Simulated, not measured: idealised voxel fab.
Process module, titled voxel gate over fins
Cross-sectional view cut (width: 290 nm; square cell size: 5 nm).
If you're reading a cross-section in this doc, picture square cells in a grid; it comes to you as bands, top ones listed first down to the bottom, and a band can be one or more rows of cells.
It is stipulated that each band's entry specify, in nanometres, the height of the top of the band and then that of its bottom, followed by the materials of the band in left-to-right sequence, each together with its width in nanometres. A single material marked by the word "full width" is understood to fill the band from edge to edge; the word "empty" is understood to denote empty space.
Basically, 0 is our baseline, since under it the wafer straight out of the box is all one material. The bottom band has no lower end and keeps on going down, so it looks like "0 nm and below".
The notation "30 to 40" denotes a width that varies across the rows of cells in the band, beginning at the first number in the top row, finishing at the second number in the bottom row, and changing by an identical amount from each row to the next.
"no change" after a step means that no cell of the cross-section changed.
In the "Enclosed void list" entry, you get each enclosed empty space of 8 cells or more, one with no open way to the top, written width x height at distance, distance from the left edge, in nm.
On each step's line, the part that comes after the settings is the simulator's own comment on the step.
You can add "overlay nm" to a step's line. For a step with a mask, it describes how far the mask lay to the right of its planned position, and a negative number describes a lay to the left.

STEPS PLANNED FOR THE PROCESS
step 1: RECEIVE, material Si
step 2: CONFORMAL_DEP, material SiN, thk nm 5
step 3: PATTERN, tone cover, mask id FINS, material resist, width nm 15, pitch nm 45, thk nm 15, overlay nm 0
step 4: DIRECTIONAL_ETCH, etch materials SiN, depth nm 5
step 5: DIRECTIONAL_ETCH, etch materials Si, depth nm 30
step 6: STRIP, etch materials resist
step 7: OXIDIZE, depth nm 5
step 8: FILL_DEP, material SiO2, thk nm 5
step 9: CMP, height nm 5
step 10: SELECTIVE_ETCH, etch materials SiO2, depth nm 15
step 11: STRIP, etch materials SiN
step 12: CONFORMAL_DEP, material HfO2, thk nm 5
step 13: CONFORMAL_DEP, material TiN, thk nm 5
step 14: FILL_DEP, material W, thk nm 15
step 15: CMP, height nm 20
step 16: CONFORMAL_DEP, material SiCN, thk nm 10

INCOMING WAFER, CROSS-SECTIONAL VIEW, POST STEP 1
* 0 nm and below  Si full width
* Enclosed void list: none

THE FIRST OF THE TWO WAFERS AS SEEN IN CROSS-SECTION ONCE THE MODULE WAS FINISHED; PROCESSING FOLLOWED THE PLAN
* 30 nm to 20 nm  SiCN full width
* 20 nm to 10 nm  W full width
* 10 nm to 5 nm  85 W, 25 TiN, 20 W, 25 TiN, 20 W, 25 TiN, 90 W
* 5 nm to 0 nm  85 W, 5 TiN, 15 HfO2, 5 TiN, 20 W, 5 TiN, 15 HfO2, 5 TiN, 20 W, 5 TiN, 15 HfO2, 5 TiN, 90 W
* 0 nm to -5 nm  90 TiN, 5 HfO2, 5 Si, 5 HfO2, 30 TiN, 5 HfO2, 5 Si, 5 HfO2, 30 TiN, 5 HfO2, 5 Si, 5 HfO2, 95 TiN
* -5 nm to -10 nm  95 HfO2, 5 Si, 40 HfO2, 5 Si, 40 HfO2, 5 Si, 100 HfO2
* -10 nm to -35 nm  95 SiO2, 5 Si, 40 SiO2, 5 Si, 40 SiO2, 5 Si, 100 SiO2
* -35 nm and below  Si full width
* Enclosed void list: none

CROSS-SECTIONAL VIEW OF THE SECOND OF TWO WAFERS UPON COMPLETION OF THE MODULE. THIS WAFER SHARED ITS STARTING CONDITION AND PROCESS PLAN WITH THE FIRST; ONE ERROR WAS MADE DURING ITS EXECUTION
* 30 nm to 20 nm  SiCN full width
* 20 nm to 10 nm  W full width
* 10 nm to 5 nm  85 W, 25 HfO2, 20 W, 25 HfO2, 20 W, 25 HfO2, 90 W
* 5 nm to 0 nm  85 W, 5 HfO2, 15 TiN, 5 HfO2, 20 W, 5 HfO2, 15 TiN, 5 HfO2, 20 W, 5 HfO2, 15 TiN, 5 HfO2, 90 W
* 0 nm to -5 nm  90 HfO2, 5 TiN, 5 Si, 5 TiN, 30 HfO2, 5 TiN, 5 Si, 5 TiN, 30 HfO2, 5 TiN, 5 Si, 5 TiN, 95 HfO2
* -5 nm to -10 nm  95 TiN, 5 Si, 40 TiN, 5 Si, 40 TiN, 5 Si, 100 TiN
* -10 nm to -35 nm  95 SiO2, 5 Si, 40 SiO2, 5 Si, 40 SiO2, 5 Si, 100 SiO2
* -35 nm and below  Si full width
* Enclosed void list: none
What went wrong in running the wafer? the processing plan was not followed for steps 12 and 13, which were run with their positions exchanged
Final state: per-material cell counts identical on both wafers; locations differ.
